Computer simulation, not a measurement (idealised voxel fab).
process module | voxel transistor to metal
cross-section cut | 285 nm wide | cells 5 nm
A cross-section is a grid of square cells, given in bands from the top down. A band is one or more rows of cells.
Each band's line starts with the height of the band's top and of its bottom, in nm. Then come its materials from left to right, each with its width in nm. One material with "throughout" fills the band from edge to edge. "air" is empty space.
Height 0 is the level under which the wafer as received is all one material. The lowest band goes on downwards, as in "0 down".
A width such as "30 to 40" changes by the same amount from each row of cells to the next, from the band's top row to its bottom row.
"no change" after a step means that no cell of the cross-section changed.
closed voids: empty space of 8 cells or more with no open way to the top, each as width x height at its distance from the left edge, in nm
after a step's settings: what the simulator itself notes on the step
overlay nm, on a step with a mask: how far to the right of its planned place the mask lay; to the left if negative
Each pair below shows a cross-section before one step and the cross-section after it, down to the lowest band that changed. The line under each pair gives the step between them, with its settings. The pairs can come from different runs of this module on the same starting wafer, so a pair continues from the pair above only where its "before" says so.
before
  80 to 55: Ru throughout
  55 to 50: TiN throughout
  50 to 35: SiO2 30 | TiN 5 | Ru 5 | TiN 5 | SiO2 60 | TiN 5 | Ru 5 | TiN 5 | SiO2 40 | TiN 5 | Ru 5 | TiN 5 | SiO2 60 | TiN 5 | Ru 5 | TiN 5 | SiO2 35
  35 to 20: SiO2 30 | TiN 5 | Ru 5 | TiN 5 | SiO2 5 | SiN 10 | SiO2 5 | polySi 20 | SiO2 5 | SiN 10 | SiO2 5 | TiN 5 | Ru 5 | TiN 5 | SiO2 40 | TiN 5 | Ru 5 | TiN 5 | SiO2 5 | SiN 10 | SiO2 5 | polySi 20 | SiO2 5 | SiN 10 | SiO2 5 | TiN 5 | Ru 5 | TiN 5 | SiO2 35
  20 to 15: SiO2 30 | TiN 15 | SiO2 5 | SiN 10 | SiO2 5 | polySi 20 | SiO2 5 | SiN 10 | SiO2 5 | TiN 15 | SiO2 40 | TiN 15 | SiO2 5 | SiN 10 | SiO2 5 | polySi 20 | SiO2 5 | SiN 10 | SiO2 5 | TiN 15 | SiO2 35
  15 to 5: SiO2 25 | SiN 100 | SiO2 30 | SiN 100 | SiO2 30
  5 to 0: SiO2 throughout
  0 to -35: SiO2 25 | Si 100 | SiO2 30 | Si 100 | SiO2 30
  -35 down: Si throughout
  closed voids: none
after
  80 to 55: air 30 | Ru 15 | air 60 | Ru 15 | air 40 | Ru 15 | air 60 | Ru 15 | air 35
  below 55: unchanged
  closed voids: none
the step between: op MASKED_ETCH | tone cover | mask id METAL_1 | width nm 15 | etch materials Ru | depth nm 25 | overlay nm 0
before: the cross-section after the pair above
after
  80 to 55: air 30 | Ru 15 | air 60 | Ru 15 | air 40 | Ru 15 | air 60 | Ru 15 | air 35
  55 to 50: air 30 | TiN 15 | air 60 | TiN 15 | air 40 | TiN 15 | air 60 | TiN 15 | air 35
  below 50: unchanged
  closed voids: none
the step between: op MASKED_ETCH | tone cover | mask id METAL_1 | width nm 15 | etch materials TiN | depth nm 5 | overlay nm 0
before: the cross-section after the pair above
after
  85 to 80: air 25 | SiN 25 | air 50 | SiN 25 | air 30 | SiN 25 | air 50 | SiN 25 | air 30
  80 to 55: air 25 | SiN 5 | Ru 15 | SiN 5 | air 50 | SiN 5 | Ru 15 | SiN 5 | air 30 | SiN 5 | Ru 15 | SiN 5 | air 50 | SiN 5 | Ru 15 | SiN 5 | air 30
  55 to 50: SiN 30 | TiN 15 | SiN 60 | TiN 15 | SiN 40 | TiN 15 | SiN 60 | TiN 15 | SiN 35
  below 50: unchanged
  closed voids: none
the step between: op CONFORMAL_DEP | material SiN | thk nm 5
before: the cross-section after the pair above
after
  95 to 85: lowk throughout
  85 to 80: lowk 25 | SiN 25 | lowk 50 | SiN 25 | lowk 30 | SiN 25 | lowk 50 | SiN 25 | lowk 30
  80 to 55: lowk 25 | SiN 5 | Ru 15 | SiN 5 | lowk 50 | SiN 5 | Ru 15 | SiN 5 | lowk 30 | SiN 5 | Ru 15 | SiN 5 | lowk 50 | SiN 5 | Ru 15 | SiN 5 | lowk 30
  below 55: unchanged
  closed voids: none
the step between: op FILL_DEP | material lowk | thk nm 10
before: the cross-section after the pair above
after
  80 to 55: lowk 25 | SiN 5 | Ru 15 | SiN 5 | lowk 50 | SiN 5 | Ru 15 | SiN 5 | lowk 30 | SiN 5 | Ru 15 | SiN 5 | lowk 50 | SiN 5 | Ru 15 | SiN 5 | lowk 30
  below 55: unchanged
  closed voids: none
the step between: op CMP | height nm 80
before: the cross-section after the pair above
after
  85 to 80: SiCN throughout
  below 80: unchanged
  closed voids: none
the step between: op CONFORMAL_DEP | material SiCN | thk nm 5
before
  50 to 35: SiO2 throughout
  35 to 20: SiO2 50 | SiN 10 | SiO2 5 | SiCN 20 | SiO2 5 | SiN 10 | SiO2 80 | SiN 10 | SiO2 5 | SiCN 20 | SiO2 5 | SiN 10 | SiO2 55
  20 to 15: SiO2 50 | SiN 10 | SiO2 5 | polySi 20 | SiO2 5 | SiN 10 | SiO2 80 | SiN 10 | SiO2 5 | polySi 20 | SiO2 5 | SiN 10 | SiO2 55
  15 to 0: SiO2 30 | nSi 20 | SiN 10 | SiO2 5 | polySi 20 | SiO2 5 | SiN 10 | nSi 20 | SiO2 40 | nSi 20 | SiN 10 | SiO2 5 | polySi 20 | SiO2 5 | SiN 10 | nSi 20 | SiO2 35
  0 to -5: SiO2 20 | nSi 30 | SiO2 50 | nSi 30 | SiO2 20 | nSi 30 | SiO2 50 | nSi 30 | SiO2 25
  -5 to -20: SiO2 25 | nSi 25 | Si 50 | nSi 25 | SiO2 30 | nSi 25 | Si 50 | nSi 25 | SiO2 30
  -20 to -35: SiO2 25 | Si 100 | SiO2 30 | Si 100 | SiO2 30
  -35 down: Si throughout
  closed voids: none
after
  65 to 35: SiO2 throughout
  below 35: unchanged
  closed voids: none
the step between: op DIRECTIONAL_DEP | material SiO2 | thk nm 15
before: the cross-section after the pair above
after
  85 to 65: resist 30 | air 15 | resist 60 | air 15 | resist 40 | air 15 | resist 60 | air 15 | resist 35
  below 65: unchanged
  closed voids: none
the step between: op PATTERN | tone open | mask id CONTACT | material resist | width nm 15 | thk nm 20 | overlay nm 0
before: the cross-section after the pair above
after
  85 to 65: resist 30 | air 15 | resist 60 | air 15 | resist 40 | air 15 | resist 60 | air 15 | resist 35
  65 to 35: SiO2 30 | air 15 | SiO2 60 | air 15 | SiO2 40 | air 15 | SiO2 60 | air 15 | SiO2 35
  35 to 30: SiO2 30 | air 15 | SiO2 5 | SiN 10 | SiO2 5 | SiCN 20 | SiO2 5 | SiN 10 | SiO2 5 | air 15 | SiO2 40 | air 15 | SiO2 5 | SiN 10 | SiO2 5 | SiCN 20 | SiO2 5 | SiN 10 | SiO2 5 | air 15 | SiO2 35
  below 30: unchanged
  closed voids: none
the step between: op DIRECTIONAL_ETCH | etch materials SiO2 | depth nm 35
before: the cross-section after the pair above
after
  65 to 35: SiO2 30 | air 15 | SiO2 60 | air 15 | SiO2 40 | air 15 | SiO2 60 | air 15 | SiO2 35
  below 35: unchanged
  closed voids: none
the step between: op STRIP | etch materials resist
before: the cross-section after the pair above
after
  70 to 65: TiN 35 | air 5 | TiN 70 | air 5 | TiN 50 | air 5 | TiN 70 | air 5 | TiN 40
  65 to 35: SiO2 30 | TiN 5 | air 5 | TiN 5 | SiO2 60 | TiN 5 | air 5 | TiN 5 | SiO2 40 | TiN 5 | air 5 | TiN 5 | SiO2 60 | TiN 5 | air 5 | TiN 5 | SiO2 35
  35 to 30: SiO2 30 | TiN 15 | SiO2 5 | SiN 10 | SiO2 5 | SiCN 20 | SiO2 5 | SiN 10 | SiO2 5 | TiN 15 | SiO2 40 | TiN 15 | SiO2 5 | SiN 10 | SiO2 5 | SiCN 20 | SiO2 5 | SiN 10 | SiO2 5 | TiN 15 | SiO2 35
  below 30: unchanged
  closed voids: none
the step between: op CONFORMAL_DEP | material TiN | thk nm 5
before: the cross-section after the pair above
after
  75 to 70: Ru throughout
  70 to 65: TiN 35 | Ru 5 | TiN 70 | Ru 5 | TiN 50 | Ru 5 | TiN 70 | Ru 5 | TiN 40
  65 to 35: SiO2 30 | TiN 5 | Ru 5 | TiN 5 | SiO2 60 | TiN 5 | Ru 5 | TiN 5 | SiO2 40 | TiN 5 | Ru 5 | TiN 5 | SiO2 60 | TiN 5 | Ru 5 | TiN 5 | SiO2 35
  below 35: unchanged
  closed voids: none
the step between: op FILL_DEP | material Ru | thk nm 5
before: the cross-section after the pair above
after
  50 to 35: SiO2 30 | TiN 5 | Ru 5 | TiN 5 | SiO2 60 | TiN 5 | Ru 5 | TiN 5 | SiO2 40 | TiN 5 | Ru 5 | TiN 5 | SiO2 60 | TiN 5 | Ru 5 | TiN 5 | SiO2 35
  below 35: unchanged
  closed voids: none
the step between: op CMP | height nm 50
before: the cross-section after the pair above
after
  55 to 50: TiN throughout
  below 50: unchanged
  closed voids: none
the step between: op DIRECTIONAL_DEP | material TiN | thk nm 5
before: the cross-section after the pair above
after
  80 to 55: Ru throughout
  below 55: unchanged
  closed voids: none
the step between: op DIRECTIONAL_DEP | material Ru | thk nm 25
before: the cross-section after the pair above
after
  80 to 55: air 30 | Ru 15 | air 60 | Ru 15 | air 40 | Ru 15 | air 60 | Ru 15 | air 35
  below 55: unchanged
  closed voids: none
the step between: op MASKED_ETCH | tone cover | mask id METAL_1 | width nm 15 | etch materials Ru | depth nm 25 | overlay nm 0
before: the cross-section after the pair above
after
  80 to 55: air 30 | Ru 15 | air 60 | Ru 15 | air 40 | Ru 15 | air 60 | Ru 15 | air 35
  55 to 50: air 30 | TiN 15 | air 60 | TiN 15 | air 40 | TiN 15 | air 60 | TiN 15 | air 35
  below 50: unchanged
  closed voids: none
the step between: op MASKED_ETCH | tone cover | mask id METAL_1 | width nm 15 | etch materials TiN | depth nm 5 | overlay nm 0
before: the cross-section after the pair above
after
  85 to 80: air 25 | SiN 25 | air 50 | SiN 25 | air 30 | SiN 25 | air 50 | SiN 25 | air 30
  80 to 55: air 25 | SiN 5 | Ru 15 | SiN 5 | air 50 | SiN 5 | Ru 15 | SiN 5 | air 30 | SiN 5 | Ru 15 | SiN 5 | air 50 | SiN 5 | Ru 15 | SiN 5 | air 30
  55 to 50: SiN 30 | TiN 15 | SiN 60 | TiN 15 | SiN 40 | TiN 15 | SiN 60 | TiN 15 | SiN 35
  below 50: unchanged
  closed voids: none
the step between: op CONFORMAL_DEP | material SiN | thk nm 5
before: the cross-section after the pair above
after
  95 to 85: lowk throughout
  85 to 80: lowk 25 | SiN 25 | lowk 50 | SiN 25 | lowk 30 | SiN 25 | lowk 50 | SiN 25 | lowk 30
  80 to 55: lowk 25 | SiN 5 | Ru 15 | SiN 5 | lowk 50 | SiN 5 | Ru 15 | SiN 5 | lowk 30 | SiN 5 | Ru 15 | SiN 5 | lowk 50 | SiN 5 | Ru 15 | SiN 5 | lowk 30
  below 55: unchanged
  closed voids: none
the step between: op FILL_DEP | material lowk | thk nm 10
before: the cross-section after the pair above
after
  80 to 55: lowk 25 | SiN 5 | Ru 15 | SiN 5 | lowk 50 | SiN 5 | Ru 15 | SiN 5 | lowk 30 | SiN 5 | Ru 15 | SiN 5 | lowk 50 | SiN 5 | Ru 15 | SiN 5 | lowk 30
  below 55: unchanged
  closed voids: none
the step between: op CMP | height nm 80
before: the cross-section after the pair above
after
  85 to 80: SiCN throughout
  below 80: unchanged
  closed voids: none
the step between: op CONFORMAL_DEP | material SiCN | thk nm 5
before
  15 to 5: air 25 | SiN 100 | air 30 | SiN 100 | air 30
  5 to 0: SiO2 throughout
  0 to -35: SiO2 25 | Si 100 | SiO2 30 | Si 100 | SiO2 30
  -35 down: Si throughout
  closed voids: none
after
  15 to 5: air 25 | SiN 100 | air 30 | SiN 100 | air 30
  5 to 0: air 30 | SiO2 90 | air 40 | SiO2 90 | air 35
  below 0: unchanged
  closed voids: none
the step between: op SELECTIVE_ETCH | etch materials SiO2 | depth nm 5
before: the cross-section after the pair above
after
  5 to 0: air 30 | SiO2 90 | air 40 | SiO2 90 | air 35
  below 0: unchanged
  closed voids: none
the step between: op STRIP | etch materials SiN
before: the cross-section after the pair above
after
  5 to 0: air 30 | SiO2 90 | air 40 | SiO2 90 | air 35
  0 to -5: SiO2 35 | Si 80 | SiO2 50 | Si 80 | SiO2 40
  below -5: unchanged
  closed voids: none
the step between: op OXIDIZE | depth nm 5
before: the cross-section after the pair above
after
  25 to 20: air 30 | polySi 90 | air 40 | polySi 90 | air 35
  20 to 5: polySi throughout
  5 to 0: polySi 30 | SiO2 90 | polySi 40 | SiO2 90 | polySi 35
  below 0: unchanged
  closed voids: none
the step between: op DIRECTIONAL_DEP | material polySi | thk nm 20
before: the cross-section after the pair above
after
  40 to 35: air 30 | SiCN 90 | air 40 | SiCN 90 | air 35
  35 to 25: SiCN throughout
  25 to 20: SiCN 30 | polySi 90 | SiCN 40 | polySi 90 | SiCN 35
  below 20: unchanged
  closed voids: none
the step between: op DIRECTIONAL_DEP | material SiCN | thk nm 15
before: the cross-section after the pair above
after
  50 to 45: air 30 | aC 90 | air 40 | aC 90 | air 35
  45 to 40: aC throughout
  40 to 35: aC 30 | SiCN 90 | aC 40 | SiCN 90 | aC 35
  below 35: unchanged
  closed voids: none
the step between: op DIRECTIONAL_DEP | material aC | thk nm 10
before: the cross-section after the pair above
after
  75 to 50: air 65 | resist 20 | air 110 | resist 20 | air 70
  below 50: unchanged
  closed voids: none
the step between: op PATTERN | tone cover | mask id GATE | material resist | width nm 20 | pitch nm 130 | thk nm 25 | overlay nm 0
before: the cross-section after the pair above
after
  65 to 50: air 65 | resist 20 | air 110 | resist 20 | air 70
  50 to 40: air 65 | aC 20 | air 110 | aC 20 | air 70
  40 to 35: air 30 | SiCN 90 | air 40 | SiCN 90 | air 35
  below 35: unchanged
  closed voids: none
the step between: op DIRECTIONAL_ETCH | etch materials aC | depth nm 10
before: the cross-section after the pair above
after
  50 to 40: air 65 | aC 20 | air 110 | aC 20 | air 70
  below 40: unchanged
  closed voids: none
the step between: op STRIP | etch materials resist
before: the cross-section after the pair above
after
  50 to 40: air 65 | aC 20 | air 110 | aC 20 | air 70
  40 to 25: air 65 | SiCN 20 | air 110 | SiCN 20 | air 70
  25 to 20: air 30 | polySi 90 | air 40 | polySi 90 | air 35
  below 20: unchanged
  closed voids: none
the step between: op DIRECTIONAL_ETCH | etch materials SiCN | depth nm 25
before: the cross-section after the pair above
after
  50 to 40: air 65 | aC 20 | air 110 | aC 20 | air 70
  40 to 25: air 65 | SiCN 20 | air 110 | SiCN 20 | air 70
  25 to 5: air 65 | polySi 20 | air 110 | polySi 20 | air 70
  5 to 0: air 30 | SiO2 90 | air 40 | SiO2 90 | air 35
  below 0: unchanged
  closed voids: none
the step between: op DIRECTIONAL_ETCH | etch materials polySi | depth nm 30
before: the cross-section after the pair above
after
  40 to 25: air 65 | SiCN 20 | air 110 | SiCN 20 | air 70
  below 25: unchanged
  closed voids: none
the step between: op STRIP | etch materials aC
before: the cross-section after the pair above
after
  45 to 40: air 60 | SiO2 30 | air 100 | SiO2 30 | air 65
  40 to 25: air 60 | SiO2 5 | SiCN 20 | SiO2 5 | air 100 | SiO2 5 | SiCN 20 | SiO2 5 | air 65
  25 to 10: air 60 | SiO2 5 | polySi 20 | SiO2 5 | air 100 | SiO2 5 | polySi 20 | SiO2 5 | air 65
  10 to 5: air 25 | SiO2 40 | polySi 20 | SiO2 40 | air 30 | SiO2 40 | polySi 20 | SiO2 40 | air 30
  5 to 0: SiO2 throughout
  below 0: unchanged
  closed voids: none
the step between: op CONFORMAL_DEP | material SiO2 | thk nm 5
before: the cross-section after the pair above
after
  40 to 25: air 60 | SiO2 5 | SiCN 20 | SiO2 5 | air 100 | SiO2 5 | SiCN 20 | SiO2 5 | air 65
  25 to 5: air 60 | SiO2 5 | polySi 20 | SiO2 5 | air 100 | SiO2 5 | polySi 20 | SiO2 5 | air 65
  5 to 0: air 25 | SiO2 100 | air 30 | SiO2 100 | air 30
  below 0: unchanged
  closed voids: none
the step between: op DIRECTIONAL_ETCH | etch materials SiO2 | depth nm 5
before: the cross-section after the pair above
after
  50 to 40: air 50 | SiN 50 | air 80 | SiN 50 | air 55
  40 to 25: air 50 | SiN 10 | SiO2 5 | SiCN 20 | SiO2 5 | SiN 10 | air 80 | SiN 10 | SiO2 5 | SiCN 20 | SiO2 5 | SiN 10 | air 55
  25 to 15: air 50 | SiN 10 | SiO2 5 | polySi 20 | SiO2 5 | SiN 10 | air 80 | SiN 10 | SiO2 5 | polySi 20 | SiO2 5 | SiN 10 | air 55
  15 to 10: air 15 | SiN 45 | SiO2 5 | polySi 20 | SiO2 5 | SiN 45 | air 10 | SiN 45 | SiO2 5 | polySi 20 | SiO2 5 | SiN 45 | air 20
  10 to 5: SiN 60 | SiO2 5 | polySi 20 | SiO2 5 | SiN 100 | SiO2 5 | polySi 20 | SiO2 5 | SiN 65
  5 to 0: SiN 25 | SiO2 100 | SiN 30 | SiO2 100 | SiN 30
  below 0: unchanged
  closed voids: none
the step between: op CONFORMAL_DEP | material SiN | thk nm 10
before: the cross-section after the pair above
after
  40 to 25: air 50 | SiN 10 | SiO2 5 | SiCN 20 | SiO2 5 | SiN 10 | air 80 | SiN 10 | SiO2 5 | SiCN 20 | SiO2 5 | SiN 10 | air 55
  25 to 5: air 50 | SiN 10 | SiO2 5 | polySi 20 | SiO2 5 | SiN 10 | air 80 | SiN 10 | SiO2 5 | polySi 20 | SiO2 5 | SiN 10 | air 55
  5 to 0: air 15 | SiN 10 | SiO2 100 | SiN 10 | air 10 | SiN 10 | SiO2 100 | SiN 10 | air 20
  below 0: unchanged
  closed voids: none
the step between: op DIRECTIONAL_ETCH | etch materials SiN | depth nm 10
before: the cross-section after the pair above
after
  40 to 35: air 50 | SiN 10 | air 5 | SiCN 20 | air 5 | SiN 10 | air 80 | SiN 10 | air 5 | SiCN 20 | air 5 | SiN 10 | air 55
  35 to 25: air 50 | SiN 10 | SiO2 5 | SiCN 20 | SiO2 5 | SiN 10 | air 80 | SiN 10 | SiO2 5 | SiCN 20 | SiO2 5 | SiN 10 | air 55
  25 to 5: air 50 | SiN 10 | SiO2 5 | polySi 20 | SiO2 5 | SiN 10 | air 80 | SiN 10 | SiO2 5 | polySi 20 | SiO2 5 | SiN 10 | air 55
  5 to 0: air 15 | SiN 10 | air 25 | SiO2 50 | air 25 | SiN 10 | air 10 | SiN 10 | air 25 | SiO2 50 | air 25 | SiN 10 | air 20
  0 to -5: air 15 | SiO2 20 | Si 80 | SiO2 20 | air 10 | SiO2 20 | Si 80 | SiO2 20 | air 20
  below -5: unchanged
  closed voids: none
the step between: op DIRECTIONAL_ETCH | etch materials SiO2 | depth nm 5
before: the cross-section after the pair above
after
  40 to 35: air 50 | SiN 10 | air 5 | SiCN 20 | air 5 | SiN 10 | air 80 | SiN 10 | air 5 | SiCN 20 | air 5 | SiN 10 | air 55
  35 to 25: air 50 | SiN 10 | SiO2 5 | SiCN 20 | SiO2 5 | SiN 10 | air 80 | SiN 10 | SiO2 5 | SiCN 20 | SiO2 5 | SiN 10 | air 55
  25 to 5: air 50 | SiN 10 | SiO2 5 | polySi 20 | SiO2 5 | SiN 10 | air 80 | SiN 10 | SiO2 5 | polySi 20 | SiO2 5 | SiN 10 | air 55
  5 to 0: air 15 | SiN 10 | air 25 | SiO2 50 | air 25 | SiN 10 | air 10 | SiN 10 | air 25 | SiO2 50 | air 25 | SiN 10 | air 20
  0 to -5: air 15 | SiO2 20 | air 15 | Si 50 | air 15 | SiO2 20 | air 10 | SiO2 20 | air 15 | Si 50 | air 15 | SiO2 20 | air 20
  -5 to -15: SiO2 25 | Si 10 | air 15 | Si 50 | air 15 | Si 10 | SiO2 30 | Si 10 | air 15 | Si 50 | air 15 | Si 10 | SiO2 30
  below -15: unchanged
  closed voids: none
the step between: op DIRECTIONAL_ETCH | etch materials Si | depth nm 15
before: the cross-section after the pair above
after
  40 to 35: air 50 | SiN 10 | air 5 | SiCN 20 | air 5 | SiN 10 | air 80 | SiN 10 | air 5 | SiCN 20 | air 5 | SiN 10 | air 55
  35 to 25: air 50 | SiN 10 | SiO2 5 | SiCN 20 | SiO2 5 | SiN 10 | air 80 | SiN 10 | SiO2 5 | SiCN 20 | SiO2 5 | SiN 10 | air 55
  25 to 20: air 50 | SiN 10 | SiO2 5 | polySi 20 | SiO2 5 | SiN 10 | air 80 | SiN 10 | SiO2 5 | polySi 20 | SiO2 5 | SiN 10 | air 55
  20 to 15: air 30 | nSi 20 | SiN 10 | SiO2 5 | polySi 20 | SiO2 5 | SiN 10 | nSi 20 | air 40 | nSi 20 | SiN 10 | SiO2 5 | polySi 20 | SiO2 5 | SiN 10 | nSi 20 | air 35
  15 to 5: air 20 | nSi 30 | SiN 10 | SiO2 5 | polySi 20 | SiO2 5 | SiN 10 | nSi 30 | air 20 | nSi 30 | SiN 10 | SiO2 5 | polySi 20 | SiO2 5 | SiN 10 | nSi 30 | air 25
  5 to 0: air 15 | SiN 10 | nSi 25 | SiO2 50 | nSi 25 | SiN 10 | air 10 | SiN 10 | nSi 25 | SiO2 50 | nSi 25 | SiN 10 | air 20
  0 to -5: air 15 | SiO2 20 | nSi 15 | Si 50 | nSi 15 | SiO2 20 | air 10 | SiO2 20 | nSi 15 | Si 50 | nSi 15 | SiO2 20 | air 20
  -5 to -15: SiO2 25 | Si 10 | nSi 15 | Si 50 | nSi 15 | Si 10 | SiO2 30 | Si 10 | nSi 15 | Si 50 | nSi 15 | Si 10 | SiO2 30
  below -15: unchanged
  closed voids: none
the step between: op EPI | material nSi | thk nm 20
before: the cross-section after the pair above
after
  50 to 40: SiO2 throughout
  40 to 25: SiO2 50 | SiN 10 | SiO2 5 | SiCN 20 | SiO2 5 | SiN 10 | SiO2 80 | SiN 10 | SiO2 5 | SiCN 20 | SiO2 5 | SiN 10 | SiO2 55
  25 to 20: SiO2 50 | SiN 10 | SiO2 5 | polySi 20 | SiO2 5 | SiN 10 | SiO2 80 | SiN 10 | SiO2 5 | polySi 20 | SiO2 5 | SiN 10 | SiO2 55
  20 to 15: SiO2 30 | nSi 20 | SiN 10 | SiO2 5 | polySi 20 | SiO2 5 | SiN 10 | nSi 20 | SiO2 40 | nSi 20 | SiN 10 | SiO2 5 | polySi 20 | SiO2 5 | SiN 10 | nSi 20 | SiO2 35
  15 to 5: SiO2 20 | nSi 30 | SiN 10 | SiO2 5 | polySi 20 | SiO2 5 | SiN 10 | nSi 30 | SiO2 20 | nSi 30 | SiN 10 | SiO2 5 | polySi 20 | SiO2 5 | SiN 10 | nSi 30 | SiO2 25
  5 to 0: SiO2 15 | SiN 10 | nSi 25 | SiO2 50 | nSi 25 | SiN 10 | SiO2 10 | SiN 10 | nSi 25 | SiO2 50 | nSi 25 | SiN 10 | SiO2 20
  0 to -5: SiO2 35 | nSi 15 | Si 50 | nSi 15 | SiO2 50 | nSi 15 | Si 50 | nSi 15 | SiO2 40
  below -5: unchanged
  closed voids: none
the step between: op FILL_DEP | material SiO2 | thk nm 10
before: the cross-section after the pair above
after
  35 to 25: SiO2 50 | SiN 10 | SiO2 5 | SiCN 20 | SiO2 5 | SiN 10 | SiO2 80 | SiN 10 | SiO2 5 | SiCN 20 | SiO2 5 | SiN 10 | SiO2 55
  below 25: unchanged
  closed voids: none
the step between: op CMP | height nm 35
before: the cross-section after the pair above
after
  50 to 35: SiO2 throughout
  below 35: unchanged
  closed voids: none
the step between: op DIRECTIONAL_DEP | material SiO2 | thk nm 15
before: the cross-section after the pair above
after
  70 to 50: resist 30 | air 15 | resist 60 | air 15 | resist 40 | air 15 | resist 60 | air 15 | resist 35
  below 50: unchanged
  closed voids: none
the step between: op PATTERN | tone open | mask id CONTACT | material resist | width nm 15 | thk nm 20 | overlay nm 0
before: the cross-section after the pair above
after
  70 to 50: resist 30 | air 15 | resist 60 | air 15 | resist 40 | air 15 | resist 60 | air 15 | resist 35
  50 to 35: SiO2 30 | air 15 | SiO2 60 | air 15 | SiO2 40 | air 15 | SiO2 60 | air 15 | SiO2 35
  35 to 25: SiO2 30 | air 15 | SiO2 5 | SiN 10 | SiO2 5 | SiCN 20 | SiO2 5 | SiN 10 | SiO2 5 | air 15 | SiO2 40 | air 15 | SiO2 5 | SiN 10 | SiO2 5 | SiCN 20 | SiO2 5 | SiN 10 | SiO2 5 | air 15 | SiO2 35
  25 to 20: SiO2 30 | air 15 | SiO2 5 | SiN 10 | SiO2 5 | polySi 20 | SiO2 5 | SiN 10 | SiO2 5 | air 15 | SiO2 40 | air 15 | SiO2 5 | SiN 10 | SiO2 5 | polySi 20 | SiO2 5 | SiN 10 | SiO2 5 | air 15 | SiO2 35
  below 20: unchanged
  closed voids: none
the step between: op DIRECTIONAL_ETCH | etch materials SiO2 | depth nm 35
before: the cross-section after the pair above
after
  50 to 35: SiO2 30 | air 15 | SiO2 60 | air 15 | SiO2 40 | air 15 | SiO2 60 | air 15 | SiO2 35
  below 35: unchanged
  closed voids: none
the step between: op STRIP | etch materials resist
before: the cross-section after the pair above
after
  55 to 50: TiN 35 | air 5 | TiN 70 | air 5 | TiN 50 | air 5 | TiN 70 | air 5 | TiN 40
  50 to 35: SiO2 30 | TiN 5 | air 5 | TiN 5 | SiO2 60 | TiN 5 | air 5 | TiN 5 | SiO2 40 | TiN 5 | air 5 | TiN 5 | SiO2 60 | TiN 5 | air 5 | TiN 5 | SiO2 35
  35 to 25: SiO2 30 | TiN 5 | air 5 | TiN 5 | SiO2 5 | SiN 10 | SiO2 5 | SiCN 20 | SiO2 5 | SiN 10 | SiO2 5 | TiN 5 | air 5 | TiN 5 | SiO2 40 | TiN 5 | air 5 | TiN 5 | SiO2 5 | SiN 10 | SiO2 5 | SiCN 20 | SiO2 5 | SiN 10 | SiO2 5 | TiN 5 | air 5 | TiN 5 | SiO2 35
  25 to 20: SiO2 30 | TiN 15 | SiO2 5 | SiN 10 | SiO2 5 | polySi 20 | SiO2 5 | SiN 10 | SiO2 5 | TiN 15 | SiO2 40 | TiN 15 | SiO2 5 | SiN 10 | SiO2 5 | polySi 20 | SiO2 5 | SiN 10 | SiO2 5 | TiN 15 | SiO2 35
  below 20: unchanged
  closed voids: none
the step between: op CONFORMAL_DEP | material TiN | thk nm 5
before: the cross-section after the pair above
after
  60 to 55: Ru throughout
  55 to 50: TiN 35 | Ru 5 | TiN 70 | Ru 5 | TiN 50 | Ru 5 | TiN 70 | Ru 5 | TiN 40
  50 to 35: SiO2 30 | TiN 5 | Ru 5 | TiN 5 | SiO2 60 | TiN 5 | Ru 5 | TiN 5 | SiO2 40 | TiN 5 | Ru 5 | TiN 5 | SiO2 60 | TiN 5 | Ru 5 | TiN 5 | SiO2 35
  35 to 25: SiO2 30 | TiN 5 | Ru 5 | TiN 5 | SiO2 5 | SiN 10 | SiO2 5 | SiCN 20 | SiO2 5 | SiN 10 | SiO2 5 | TiN 5 | Ru 5 | TiN 5 | SiO2 40 | TiN 5 | Ru 5 | TiN 5 | SiO2 5 | SiN 10 | SiO2 5 | SiCN 20 | SiO2 5 | SiN 10 | SiO2 5 | TiN 5 | Ru 5 | TiN 5 | SiO2 35
  below 25: unchanged
  closed voids: none
the step between: op FILL_DEP | material Ru | thk nm 5
before: the cross-section after the pair above
after
  50 to 35: SiO2 30 | TiN 5 | Ru 5 | TiN 5 | SiO2 60 | TiN 5 | Ru 5 | TiN 5 | SiO2 40 | TiN 5 | Ru 5 | TiN 5 | SiO2 60 | TiN 5 | Ru 5 | TiN 5 | SiO2 35
  below 35: unchanged
  closed voids: none
the step between: op CMP | height nm 50
before: the cross-section after the pair above
after
  55 to 50: TiN throughout
  below 50: unchanged
  closed voids: none
the step between: op DIRECTIONAL_DEP | material TiN | thk nm 5
before: the cross-section after the pair above
after
  80 to 55: Ru throughout
  below 55: unchanged
  closed voids: none
the step between: op DIRECTIONAL_DEP | material Ru | thk nm 25
before: the cross-section after the pair above
after
  80 to 55: air 30 | Ru 15 | air 60 | Ru 15 | air 40 | Ru 15 | air 60 | Ru 15 | air 35
  below 55: unchanged
  closed voids: none
the step between: op MASKED_ETCH | tone cover | mask id METAL_1 | width nm 15 | etch materials Ru | depth nm 25 | overlay nm 0
before: the cross-section after the pair above
after
  80 to 55: air 30 | Ru 15 | air 60 | Ru 15 | air 40 | Ru 15 | air 60 | Ru 15 | air 35
  55 to 50: air 30 | TiN 15 | air 60 | TiN 15 | air 40 | TiN 15 | air 60 | TiN 15 | air 35
  below 50: unchanged
  closed voids: none
the step between: op MASKED_ETCH | tone cover | mask id METAL_1 | width nm 15 | etch materials TiN | depth nm 5 | overlay nm 0
before: the cross-section after the pair above
after
  85 to 80: air 25 | SiN 25 | air 50 | SiN 25 | air 30 | SiN 25 | air 50 | SiN 25 | air 30
  80 to 55: air 25 | SiN 5 | Ru 15 | SiN 5 | air 50 | SiN 5 | Ru 15 | SiN 5 | air 30 | SiN 5 | Ru 15 | SiN 5 | air 50 | SiN 5 | Ru 15 | SiN 5 | air 30
  55 to 50: SiN 30 | TiN 15 | SiN 60 | TiN 15 | SiN 40 | TiN 15 | SiN 60 | TiN 15 | SiN 35
  below 50: unchanged
  closed voids: none
the step between: op CONFORMAL_DEP | material SiN | thk nm 5
before: the cross-section after the pair above
after
  95 to 85: lowk throughout
  85 to 80: lowk 25 | SiN 25 | lowk 50 | SiN 25 | lowk 30 | SiN 25 | lowk 50 | SiN 25 | lowk 30
  80 to 55: lowk 25 | SiN 5 | Ru 15 | SiN 5 | lowk 50 | SiN 5 | Ru 15 | SiN 5 | lowk 30 | SiN 5 | Ru 15 | SiN 5 | lowk 50 | SiN 5 | Ru 15 | SiN 5 | lowk 30
  below 55: unchanged
  closed voids: none
the step between: op FILL_DEP | material lowk | thk nm 10
before: the cross-section after the pair above
after
  80 to 55: lowk 25 | SiN 5 | Ru 15 | SiN 5 | lowk 50 | SiN 5 | Ru 15 | SiN 5 | lowk 30 | SiN 5 | Ru 15 | SiN 5 | lowk 50 | SiN 5 | Ru 15 | SiN 5 | lowk 30
  below 55: unchanged
  closed voids: none
the step between: op CMP | height nm 80
before: the cross-section after the pair above
after
  85 to 80: SiCN throughout
  below 80: unchanged
  closed voids: none
the step between: op CONFORMAL_DEP | material SiCN | thk nm 5
